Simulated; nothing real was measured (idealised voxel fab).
Name of the process module below: voxel transistor to metal
Square cells of 5 nm make up the cross-section cut, whose width is 180 nm.
Cross-section = grid of square cells, listed top down in bands; band = one or more rows.
Within each band entry, the heights of the top and of the bottom of the band appear first, in that order and in nm; the materials of the band then follow from left to right, each with its corresponding width in nm. The designation "edge to edge" on a single material indicates that it fills the band from edge to edge; the designation "air" indicates empty space.
Ref level 0: as-received wafer is one material below here. Bottom band extends down with no lower bound ("top 0, no bottom").
It should be noted that a width expressed as "30..40" varies in equal increments from row to row of cells within the band, taking the value of the first number at the top row and that of the second number at the bottom row.
A step reported as "no alterations made" is a step in which no cell of the cross-section changed.
For the entry "Trapped void list", the listed items are empty spaces with no open way to the top whose size is 8 cells or more; each item follows the pattern width x height at distance, where distance is from the left edge and all three are in nm.
Whatever follows a step's settings on its line is a remark the simulator itself makes about that step.
The "overlay nm" setting may appear on a step's line; for a step that uses a mask, it gives how far to the right of its planned position the mask lay, and a negative value indicates the left.
In what follows, pairs of cross-sections are presented, each taken before and after one process step, with the after cross-section shown only down to the lowest band that was altered; the step, together with its settings, is stated below the pair. The pairs may stem from different runs of this module on the same starting wafer; accordingly, a pair should be taken as continuing from the one above it solely where its entry headed "Status quo ante" indicates as much.
**Status quo ante**
- top 85, bottom 80: SiCN edge to edge
- top 80, bottom 70: SiO2 (40), then TiN (5), then Ru (5), then TiN (5), then SiO2 (65), then TiN (5), then Ru (5), then TiN (5), then SiO2 (45)
- top 70, bottom 65: SiO2 (40), then TiN (15), then SiO2 (65), then TiN (15), then SiO2 (45)
- top 65, bottom 60: Ru edge to edge
- top 60, bottom 45: SiO2 (40), then TiN (5), then Ru (5), then TiN (5), then SiO2 (65), then TiN (5), then Ru (5), then TiN (5), then SiO2 (45)
- top 45, bottom 30: SiO2 (40), then TiN (5), then Ru (5), then TiN (5), then SiO2 (10), then SiN (10), then SiCN (25), then SiN (10), then SiO2 (10), then TiN (5), then Ru (5), then TiN (5), then SiO2 (45)
- top 30, bottom 15: SiO2 (40), then TiN (5), then Ru (5), then TiN (5), then SiO2 (10), then SiN (10), then polySi (25), then SiN (10), then SiO2 (10), then TiN (5), then Ru (5), then TiN (5), then SiO2 (45)
- top 15, bottom 10: SiO2 (40), then TiN (15), then SiO2 (10), then SiN (10), then polySi (25), then SiN (10), then SiO2 (10), then TiN (15), then SiO2 (45)
- top 10, bottom 0: SiO2 (40), then TiN (10), then pSi (15), then SiN (10), then polySi (25), then SiN (10), then pSi (15), then TiN (10), then SiO2 (45)
- top 0, bottom -5: SiO2 (30), then pSi (35), then SiO2 (45), then pSi (35), then SiO2 (35)
- top -5, bottom -15: SiO2 (35), then pSi (30), then Si (45), then pSi (30), then SiO2 (40)
- top -15, bottom -30: SiO2 (35), then Si (105), then SiO2 (40)
- top -30, no bottom: Si edge to edge
- Trapped void list: none
**Post-Step Section View**
- top 115, bottom 85: SiO2 edge to edge
- Anything lower than 85 is untouched.
- Trapped void list: none
Which step turns the before cross-section above into the after cross-section? DIRECTIONAL_DEP,material SiO2,thk nm 30
Status quo ante: just use the after drawing of the pair above as your starting point.
**Post-Step Section View**
- top 125, bottom 115: aC edge to edge
- Anything lower than 115 is untouched.
- Trapped void list: none
Which step turns the before cross-section above into the after cross-section? DIRECTIONAL_DEP,material aC,thk nm 10
Status quo ante: just use the after drawing of the pair above as your starting point.
**Post-Step Section View**
- top 150, bottom 125: resist (40), then air (15), then resist (65), then air (15), then resist (45)
- Anything lower than 125 is untouched.
- Trapped void list: none
Which step turns the before cross-section above into the after cross-section? PATTERN,tone open,mask id METAL_2,material resist,width nm 15,pitch nm 80,thk nm 25,overlay nm 0
Status quo ante: just use the after drawing of the pair above as your starting point.
**Post-Step Section View**
- top 140, bottom 125: resist (40), then air (15), then resist (65), then air (15), then resist (45)
- top 125, bottom 115: aC (40), then air (15), then aC (65), then air (15), then aC (45)
- Anything lower than 115 is untouched.
- Trapped void list: none
Which step turns the before cross-section above into the after cross-section? DIRECTIONAL_ETCH,etch materials aC,depth nm 10
Status quo ante: just use the after drawing of the pair above as your starting point.
**Post-Step Section View**
- top 125, bottom 115: aC (40), then air (15), then aC (65), then air (15), then aC (45)
- Anything lower than 115 is untouched.
- Trapped void list: none
Which step turns the before cross-section above into the after cross-section? STRIP,etch materials resist
Status quo ante: just use the after drawing of the pair above as your starting point.
**Post-Step Section View**
- top 125, bottom 115: aC (40), then air (15), then aC (65), then air (15), then aC (45)
- top 115, bottom 95: SiO2 (40), then air (15), then SiO2 (65), then air (15), then SiO2 (45)
- Anything lower than 95 is untouched.
- Trapped void list: none
Which step turns the before cross-section above into the after cross-section? DIRECTIONAL_ETCH,etch materials SiO2,depth nm 20
Status quo ante: just use the after drawing of the pair above as your starting point.
**Post-Step Section View**
- top 115, bottom 95: SiO2 (40), then air (15), then SiO2 (65), then air (15), then SiO2 (45)
- Anything lower than 95 is untouched.
- Trapped void list: none
Which step turns the before cross-section above into the after cross-section? STRIP,etch materials aC
Status quo ante: just use the after drawing of the pair above as your starting point.
**Post-Step Section View**
- top 115, bottom 85: SiO2 (40), then air (15), then SiO2 (65), then air (15), then SiO2 (45)
- Anything lower than 85 is untouched.
- Trapped void list: none
Which step turns the before cross-section above into the after cross-section? MASKED_ETCH,tone open,mask id METAL_2_HOLES,width nm 15,pitch nm 80,etch materials SiO2,depth nm 10,overlay nm 0
Status quo ante: just use the after drawing of the pair above as your starting point.
**Post-Step Section View**
- top 115, bottom 85: SiO2 (40), then air (15), then SiO2 (65), then air (15), then SiO2 (45)
- top 85, bottom 80: SiCN (40), then air (15), then SiCN (65), then air (15), then SiCN (45)
- Anything lower than 80 is untouched.
- Trapped void list: none
Which step turns the before cross-section above into the after cross-section? MASKED_ETCH,tone open,mask id METAL_2_HOLES,width nm 15,pitch nm 80,etch materials SiCN,depth nm 5,overlay nm 0
Status quo ante: just use the after drawing of the pair above as your starting point.
**Post-Step Section View**
- top 120, bottom 115: TiN (45), then air (5), then TiN (75), then air (5), then TiN (50)
- top 115, bottom 85: SiO2 (40), then TiN (5), then air (5), then TiN (5), then SiO2 (65), then TiN (5), then air (5), then TiN (5), then SiO2 (45)
- top 85, bottom 80: SiCN (40), then TiN (15), then SiCN (65), then TiN (15), then SiCN (45)
- Anything lower than 80 is untouched.
- Trapped void list: none
Which step turns the before cross-section above into the after cross-section? CONFORMAL_DEP,material TiN,thk nm 5
Status quo ante: just use the after drawing of the pair above as your starting point.
**Post-Step Section View**
- top 130, bottom 120: Cu edge to edge
- top 120, bottom 115: TiN (45), then Cu (5), then TiN (75), then Cu (5), then TiN (50)
- top 115, bottom 85: SiO2 (40), then TiN (5), then Cu (5), then TiN (5), then SiO2 (65), then TiN (5), then Cu (5), then TiN (5), then SiO2 (45)
- Anything lower than 85 is untouched.
- Trapped void list: none
Which step turns the before cross-section above into the after cross-section? FILL_DEP,material Cu,thk nm 10
Status quo ante: just use the after drawing of the pair above as your starting point.
**Post-Step Section View**
- top 115, bottom 85: SiO2 (40), then TiN (5), then Cu (5), then TiN (5), then SiO2 (65), then TiN (5), then Cu (5), then TiN (5), then SiO2 (45)
- Anything lower than 85 is untouched.
- Trapped void list: none
Which step turns the before cross-section above into the after cross-section? CMP,height nm 115
Status quo ante: just use the after drawing of the pair above as your starting point.
**Post-Step Section View**
- top 120, bottom 115: SiN edge to edge
- Anything lower than 115 is untouched.
- Trapped void list: none
Which step turns the before cross-section above into the after cross-section? CONFORMAL_DEP,material SiN,thk nm 5
**Status quo ante**
- top 45, bottom 30: SiCN edge to edge
- top 30, bottom 0: polySi edge to edge
- top 0, bottom -5: SiO2 edge to edge
- top -5, bottom -30: SiO2 (35), then Si (105), then SiO2 (40)
- top -30, no bottom: Si edge to edge
- Trapped void list: none
**Post-Step Section View**
- top 60, bottom 45: resist (75), then air (25), then resist (80)
- Anything lower than 45 is untouched.
- Trapped void list: none
Which step turns the before cross-section above into the after cross-section? PATTERN,tone open,mask id GATE,material resist,width nm 25,thk nm 15,overlay nm 0
Status quo ante: just use the after drawing of the pair above as your starting point.
**Post-Step Section View**
- top 60, bottom 45: resist (75), then air (25), then resist (80)
- top 45, bottom 30: SiCN (75), then air (25), then SiCN (80)
- Anything lower than 30 is untouched.
- Trapped void list: none
Which step turns the before cross-section above into the after cross-section? DIRECTIONAL_ETCH,etch materials SiCN,depth nm 25
Status quo ante: just use the after drawing of the pair above as your starting point.
**Post-Step Section View**
- top 60, bottom 45: resist (75), then air (25), then resist (80)
- top 45, bottom 30: SiCN (75), then air (25), then SiCN (80)
- top 30, bottom 0: polySi (75), then air (25), then polySi (80)
- Anything lower than 0 is untouched.
- Trapped void list: none
Which step turns the before cross-section above into the after cross-section? DIRECTIONAL_ETCH,etch materials polySi,depth nm 40
Status quo ante: just use the after drawing of the pair above as your starting point.
**Post-Step Section View**
- top 45, bottom 30: SiCN (75), then air (25), then SiCN (80)
- Anything lower than 30 is untouched.
- Trapped void list: none
Which step turns the before cross-section above into the after cross-section? STRIP,etch materials resist
Status quo ante: just use the after drawing of the pair above as your starting point.
**Post-Step Section View**
- top 55, bottom 45: SiN (85), then air (5), then SiN (90)
- top 45, bottom 30: SiCN (75), then SiN (10), then air (5), then SiN (10), then SiCN (80)
- top 30, bottom 10: polySi (75), then SiN (10), then air (5), then SiN (10), then polySi (80)
- top 10, bottom 0: polySi (75), then SiN (25), then polySi (80)
- Anything lower than 0 is untouched.
- Trapped void list: none
Which step turns the before cross-section above into the after cross-section? CONFORMAL_DEP,material SiN,thk nm 10
Status quo ante: just use the after drawing of the pair above as your starting point.
**Post-Step Section View**
- top 45, bottom 30: SiCN (75), then SiN (10), then air (5), then SiN (10), then SiCN (80)
- top 30, bottom 0: polySi (75), then SiN (10), then air (5), then SiN (10), then polySi (80)
- Anything lower than 0 is untouched.
- Trapped void list: none
Which step turns the before cross-section above into the after cross-section? DIRECTIONAL_ETCH,etch materials SiN,depth nm 10
Status quo ante: just use the after drawing of the pair above as your starting point.
**Post-Step Section View**
- top 45, bottom 30: SiCN (75), then SiN (10), then air (5), then SiN (10), then SiCN (80)
- top 30, bottom 0: polySi (75), then SiN (10), then air (5), then SiN (10), then polySi (80)
- top 0, bottom -5: SiO2 (85), then air (5), then SiO2 (90)
- Anything lower than -5 is untouched.
- Trapped void list: none
Which step turns the before cross-section above into the after cross-section? DIRECTIONAL_ETCH,etch materials SiO2,depth nm 5
Status quo ante: just use the after drawing of the pair above as your starting point.
**Post-Step Section View**
- top 45, bottom 30: SiCN (75), then SiN (10), then air (5), then SiN (10), then SiCN (80)
- top 30, bottom 0: polySi (75), then SiN (10), then air (5), then SiN (10), then polySi (80)
- top 0, bottom -5: SiO2 (85), then air (5), then SiO2 (90)
- top -5, bottom -15: SiO2 (35), then Si (50), then air (5), then Si (50), then SiO2 (40)
- Anything lower than -15 is untouched.
- Trapped void list: none
Which step turns the before cross-section above into the after cross-section? DIRECTIONAL_ETCH,etch materials Si,depth nm 10
Status quo ante: just use the after drawing of the pair above as your starting point.
**Post-Step Section View**
- top 45, bottom 30: SiCN (75), then SiN (10), then air (5), then SiN (10), then SiCN (80)
- top 30, bottom 10: polySi (75), then SiN (10), then air (5), then SiN (10), then polySi (80)
- top 10, bottom 0: polySi (75), then SiN (10), then pSi (5), then SiN (10), then polySi (80)
- top 0, bottom -5: SiO2 (85), then pSi (5), then SiO2 (90)
- top -5, bottom -15: SiO2 (35), then Si (50), then pSi (5), then Si (50), then SiO2 (40)
- Anything lower than -15 is untouched.
- Trapped void list: none
Which step turns the before cross-section above into the after cross-section? EPI,material pSi,thk nm 15
Status quo ante: just use the after drawing of the pair above as your starting point.
**Post-Step Section View**
- top 55, bottom 45: SiO2 edge to edge
- top 45, bottom 30: SiCN (75), then SiN (10), then SiO2 (5), then SiN (10), then SiCN (80)
- top 30, bottom 10: polySi (75), then SiN (10), then SiO2 (5), then SiN (10), then polySi (80)
- Anything lower than 10 is untouched.
- Trapped void list: none
Which step turns the before cross-section above into the after cross-section? FILL_DEP,material SiO2,thk nm 10
Status quo ante: just use the after drawing of the pair above as your starting point.
**Post-Step Section View**
- top 45, bottom 30: SiCN (75), then SiN (10), then SiO2 (5), then SiN (10), then SiCN (80)
- Anything lower than 30 is untouched.
- Trapped void list: none
Which step turns the before cross-section above into the after cross-section? CMP,height nm 45
Status quo ante: just use the after drawing of the pair above as your starting point.
**Post-Step Section View**
- top 60, bottom 45: SiO2 edge to edge
- Anything lower than 45 is untouched.
- Trapped void list: none
Which step turns the before cross-section above into the after cross-section? DIRECTIONAL_DEP,material SiO2,thk nm 15
Status quo ante: just use the after drawing of the pair above as your starting point.
**Post-Step Section View**
- top 75, bottom 60: aC edge to edge
- Anything lower than 60 is untouched.
- Trapped void list: none
Which step turns the before cross-section above into the after cross-section? DIRECTIONAL_DEP,material aC,thk nm 15
Status quo ante: just use the after drawing of the pair above as your starting point.
**Post-Step Section View**
- top 105, bottom 75: resist (40), then air (15), then resist (65), then air (15), then resist (45)
- Anything lower than 75 is untouched.
- Trapped void list: none
Which step turns the before cross-section above into the after cross-section? PATTERN,tone open,mask id CONTACT,material resist,width nm 15,pitch nm 80,thk nm 30,overlay nm 0
Status quo ante: just use the after drawing of the pair above as your starting point.
**Post-Step Section View**
- top 90, bottom 75: resist (40), then air (15), then resist (65), then air (15), then resist (45)
- top 75, bottom 60: aC (40), then air (15), then aC (65), then air (15), then aC (45)
- Anything lower than 60 is untouched.
- Trapped void list: none
Which step turns the before cross-section above into the after cross-section? DIRECTIONAL_ETCH,etch materials aC,depth nm 15
Status quo ante: just use the after drawing of the pair above as your starting point.
**Post-Step Section View**
- top 75, bottom 60: aC (40), then air (15), then aC (65), then air (15), then aC (45)
- Anything lower than 60 is untouched.
- Trapped void list: none
Which step turns the before cross-section above into the after cross-section? STRIP,etch materials resist
Status quo ante: just use the after drawing of the pair above as your starting point.
**Post-Step Section View**
- top 75, bottom 60: aC (40), then air (15), then aC (65), then air (15), then aC (45)
- top 60, bottom 45: SiO2 (40), then air (15), then SiO2 (65), then air (15), then SiO2 (45)
- Anything lower than 45 is untouched.
- Trapped void list: none
Which step turns the before cross-section above into the after cross-section? DIRECTIONAL_ETCH,etch materials SiO2,depth nm 60
Status quo ante: just use the after drawing of the pair above as your starting point.
**Post-Step Section View**
- top 60, bottom 45: SiO2 (40), then air (15), then SiO2 (65), then air (15), then SiO2 (45)
- Anything lower than 45 is untouched.
- Trapped void list: none
Which step turns the before cross-section above into the after cross-section? STRIP,etch materials aC
Status quo ante: just use the after drawing of the pair above as your starting point.
**Post-Step Section View**
- top 65, bottom 60: TiN (45), then air (5), then TiN (75), then air (5), then TiN (50)
- top 60, bottom 50: SiO2 (40), then TiN (5), then air (5), then TiN (5), then SiO2 (65), then TiN (5), then air (5), then TiN (5), then SiO2 (45)
- top 50, bottom 45: SiO2 (40), then TiN (15), then SiO2 (65), then TiN (15), then SiO2 (45)
- Anything lower than 45 is untouched.
- Trapped void list: none
Which step turns the before cross-section above into the after cross-section? CONFORMAL_DEP,material TiN,thk nm 5
Status quo ante: just use the after drawing of the pair above as your starting point.
**Post-Step Section View**
- top 70, bottom 65: Ru edge to edge
- top 65, bottom 60: TiN (45), then Ru (5), then TiN (75), then Ru (5), then TiN (50)
- top 60, bottom 50: SiO2 (40), then TiN (5), then Ru (5), then TiN (5), then SiO2 (65), then TiN (5), then Ru (5), then TiN (5), then SiO2 (45)
- Anything lower than 50 is untouched.
- Trapped void list: none
Which step turns the before cross-section above into the after cross-section? FILL_DEP,material Ru,thk nm 5
Status quo ante: just use the after drawing of the pair above as your starting point.
**Post-Step Section View**
- top 60, bottom 50: SiO2 (40), then TiN (5), then Ru (5), then TiN (5), then SiO2 (65), then TiN (5), then Ru (5), then TiN (5), then SiO2 (45)
- Anything lower than 50 is untouched.
- Trapped void list: none
Which step turns the before cross-section above into the after cross-section? CMP,height nm 60
Status quo ante: just use the after drawing of the pair above as your starting point.
**Post-Step Section View**
- top 65, bottom 60: SiN edge to edge
- Anything lower than 60 is untouched.
- Trapped void list: none
Which step turns the before cross-section above into the after cross-section? CONFORMAL_DEP,material SiN,thk nm 5
Status quo ante: just use the after drawing of the pair above as your starting point.
**Post-Step Section View**
- top 80, bottom 65: SiO2 edge to edge
- Anything lower than 65 is untouched.
- Trapped void list: none
Which step turns the before cross-section above into the after cross-section? DIRECTIONAL_DEP,material SiO2,thk nm 15
Status quo ante: just use the after drawing of the pair above as your starting point.
**Post-Step Section View**
- top 90, bottom 80: aC edge to edge
- Anything lower than 80 is untouched.
- Trapped void list: none
Which step turns the before cross-section above into the after cross-section? DIRECTIONAL_DEP,material aC,thk nm 10
Status quo ante: just use the after drawing of the pair above as your starting point.
**Post-Step Section View**
- top 120, bottom 90: resist (40), then air (15), then resist (65), then air (15), then resist (45)
- Anything lower than 90 is untouched.
- Trapped void list: none
Which step turns the before cross-section above into the after cross-section? PATTERN,tone open,mask id METAL_1,material resist,width nm 15,pitch nm 80,thk nm 30,overlay nm 0
Status quo ante: just use the after drawing of the pair above as your starting point.
**Post-Step Section View**
- top 110, bottom 90: resist (40), then air (15), then resist (65), then air (15), then resist (45)
- top 90, bottom 80: aC (40), then air (15), then aC (65), then air (15), then aC (45)
- Anything lower than 80 is untouched.
- Trapped void list: none
Which step turns the before cross-section above into the after cross-section? DIRECTIONAL_ETCH,etch materials aC,depth nm 10
Status quo ante: just use the after drawing of the pair above as your starting point.
**Post-Step Section View**
- top 90, bottom 80: aC (40), then air (15), then aC (65), then air (15), then aC (45)
- Anything lower than 80 is untouched.
- Trapped void list: none
Which step turns the before cross-section above into the after cross-section? STRIP,etch materials resist
Status quo ante: just use the after drawing of the pair above as your starting point.
**Post-Step Section View**
- top 90, bottom 80: aC (40), then air (15), then aC (65), then air (15), then aC (45)
- top 80, bottom 65: SiO2 (40), then air (15), then SiO2 (65), then air (15), then SiO2 (45)
- Anything lower than 65 is untouched.
- Trapped void list: none
Which step turns the before cross-section above into the after cross-section? DIRECTIONAL_ETCH,etch materials SiO2,depth nm 15
Status quo ante: just use the after drawing of the pair above as your starting point.
**Post-Step Section View**
- top 90, bottom 80: aC (40), then air (15), then aC (65), then air (15), then aC (45)
- top 80, bottom 65: SiO2 (40), then air (15), then SiO2 (65), then air (15), then SiO2 (45)
- top 65, bottom 60: SiN (40), then air (15), then SiN (65), then air (15), then SiN (45)
- Anything lower than 60 is untouched.
- Trapped void list: none
Which step turns the before cross-section above into the after cross-section? DIRECTIONAL_ETCH,etch materials SiN,depth nm 5
Status quo ante: just use the after drawing of the pair above as your starting point.
**Post-Step Section View**
- top 80, bottom 65: SiO2 (40), then air (15), then SiO2 (65), then air (15), then SiO2 (45)
- Anything lower than 65 is untouched.
- Trapped void list: none
Which step turns the before cross-section above into the after cross-section? STRIP,etch materials aC
Status quo ante: just use the after drawing of the pair above as your starting point.
**Post-Step Section View**
- top 85, bottom 80: TiN (45), then air (5), then TiN (75), then air (5), then TiN (50)
- top 80, bottom 65: SiO2 (40), then TiN (5), then air (5), then TiN (5), then SiO2 (65), then TiN (5), then air (5), then TiN (5), then SiO2 (45)
- top 65, bottom 60: SiN (40), then TiN (15), then SiN (65), then TiN (15), then SiN (45)
- Anything lower than 60 is untouched.
- Trapped void list: none
Which step turns the before cross-section above into the after cross-section? CONFORMAL_DEP,material TiN,thk nm 5
Status quo ante: just use the after drawing of the pair above as your starting point.
**Post-Step Section View**
- top 90, bottom 85: Ru edge to edge
- top 85, bottom 80: TiN (45), then Ru (5), then TiN (75), then Ru (5), then TiN (50)
- top 80, bottom 65: SiO2 (40), then TiN (5), then Ru (5), then TiN (5), then SiO2 (65), then TiN (5), then Ru (5), then TiN (5), then SiO2 (45)
- Anything lower than 65 is untouched.
- Trapped void list: none
Which step turns the before cross-section above into the after cross-section? FILL_DEP,material Ru,thk nm 5
Status quo ante: just use the after drawing of the pair above as your starting point.
**Post-Step Section View**
- top 80, bottom 65: SiO2 (40), then TiN (5), then Ru (5), then TiN (5), then SiO2 (65), then TiN (5), then Ru (5), then TiN (5), then SiO2 (45)
- Anything lower than 65 is untouched.
- Trapped void list: none
Which step turns the before cross-section above into the after cross-section? CMP,height nm 80
Status quo ante: just use the after drawing of the pair above as your starting point.
**Post-Step Section View**
- top 85, bottom 80: SiCN edge to edge
- Anything lower than 80 is untouched.
- Trapped void list: none
Which step turns the before cross-section above into the after cross-section? CONFORMAL_DEP,material SiCN,thk nm 5
Status quo ante: just use the after drawing of the pair above as your starting point.
**Post-Step Section View**
- top 115, bottom 85: SiO2 edge to edge
- Anything lower than 85 is untouched.
- Trapped void list: none
Which step turns the before cross-section above into the after cross-section? DIRECTIONAL_DEP,material SiO2,thk nm 30
Status quo ante: just use the after drawing of the pair above as your starting point.
**Post-Step Section View**
- top 125, bottom 115: aC edge to edge
- Anything lower than 115 is untouched.
- Trapped void list: none
Which step turns the before cross-section above into the after cross-section? DIRECTIONAL_DEP,material aC,thk nm 10
Status quo ante: just use the after drawing of the pair above as your starting point.
**Post-Step Section View**
- top 150, bottom 125: resist (40), then air (15), then resist (65), then air (15), then resist (45)
- Anything lower than 125 is untouched.
- Trapped void list: none
Which step turns the before cross-section above into the after cross-section? PATTERN,tone open,mask id METAL_2,material resist,width nm 15,pitch nm 80,thk nm 25,overlay nm 0
Status quo ante: just use the after drawing of the pair above as your starting point.
**Post-Step Section View**
- top 140, bottom 125: resist (40), then air (15), then resist (65), then air (15), then resist (45)
- top 125, bottom 115: aC (40), then air (15), then aC (65), then air (15), then aC (45)
- Anything lower than 115 is untouched.
- Trapped void list: none
Which step turns the before cross-section above into the after cross-section? DIRECTIONAL_ETCH,etch materials aC,depth nm 10
Status quo ante: just use the after drawing of the pair above as your starting point.
**Post-Step Section View**
- top 125, bottom 115: aC (40), then air (15), then aC (65), then air (15), then aC (45)
- Anything lower than 115 is untouched.
- Trapped void list: none
Which step turns the before cross-section above into the after cross-section? STRIP,etch materials resist
Status quo ante: just use the after drawing of the pair above as your starting point.
**Post-Step Section View**
- top 125, bottom 115: aC (40), then air (15), then aC (65), then air (15), then aC (45)
- top 115, bottom 95: SiO2 (40), then air (15), then SiO2 (65), then air (15), then SiO2 (45)
- Anything lower than 95 is untouched.
- Trapped void list: none
Which step turns the before cross-section above into the after cross-section? DIRECTIONAL_ETCH,etch materials SiO2,depth nm 20
Status quo ante: just use the after drawing of the pair above as your starting point.
**Post-Step Section View**
- top 115, bottom 95: SiO2 (40), then air (15), then SiO2 (65), then air (15), then SiO2 (45)
- Anything lower than 95 is untouched.
- Trapped void list: none
Which step turns the before cross-section above into the after cross-section? STRIP,etch materials aC
Status quo ante: just use the after drawing of the pair above as your starting point.
**Post-Step Section View**
- top 115, bottom 85: SiO2 (40), then air (15), then SiO2 (65), then air (15), then SiO2 (45)
- Anything lower than 85 is untouched.
- Trapped void list: none
Which step turns the before cross-section above into the after cross-section? MASKED_ETCH,tone open,mask id METAL_2_HOLES,width nm 15,pitch nm 80,etch materials SiO2,depth nm 10,overlay nm 0
Status quo ante: just use the after drawing of the pair above as your starting point.
**Post-Step Section View**
- top 115, bottom 85: SiO2 (40), then air (15), then SiO2 (65), then air (15), then SiO2 (45)
- top 85, bottom 80: SiCN (40), then air (15), then SiCN (65), then air (15), then SiCN (45)
- Anything lower than 80 is untouched.
- Trapped void list: none
Which step turns the before cross-section above into the after cross-section? MASKED_ETCH,tone open,mask id METAL_2_HOLES,width nm 15,pitch nm 80,etch materials SiCN,depth nm 5,overlay nm 0
Status quo ante: just use the after drawing of the pair above as your starting point.
**Post-Step Section View**
- top 120, bottom 115: TiN (45), then air (5), then TiN (75), then air (5), then TiN (50)
- top 115, bottom 85: SiO2 (40), then TiN (5), then air (5), then TiN (5), then SiO2 (65), then TiN (5), then air (5), then TiN (5), then SiO2 (45)
- top 85, bottom 80: SiCN (40), then TiN (15), then SiCN (65), then TiN (15), then SiCN (45)
- Anything lower than 80 is untouched.
- Trapped void list: none
Which step turns the before cross-section above into the after cross-section? CONFORMAL_DEP,material TiN,thk nm 5
Status quo ante: just use the after drawing of the pair above as your starting point.
**Post-Step Section View**
- top 130, bottom 120: Cu edge to edge
- top 120, bottom 115: TiN (45), then Cu (5), then TiN (75), then Cu (5), then TiN (50)
- top 115, bottom 85: SiO2 (40), then TiN (5), then Cu (5), then TiN (5), then SiO2 (65), then TiN (5), then Cu (5), then TiN (5), then SiO2 (45)
- Anything lower than 85 is untouched.
- Trapped void list: none
Which step turns the before cross-section above into the after cross-section? FILL_DEP,material Cu,thk nm 10
Status quo ante: just use the after drawing of the pair above as your starting point.
**Post-Step Section View**
- top 115, bottom 85: SiO2 (40), then TiN (5), then Cu (5), then TiN (5), then SiO2 (65), then TiN (5), then Cu (5), then TiN (5), then SiO2 (45)
- Anything lower than 85 is untouched.
- Trapped void list: none
Which step turns the before cross-section above into the after cross-section? CMP,height nm 115
Status quo ante: just use the after drawing of the pair above as your starting point.
**Post-Step Section View**
- top 120, bottom 115: SiN edge to edge
- Anything lower than 115 is untouched.
- Trapped void list: none
Which step turns the before cross-section above into the after cross-section? CONFORMAL_DEP,material SiN,thk nm 5
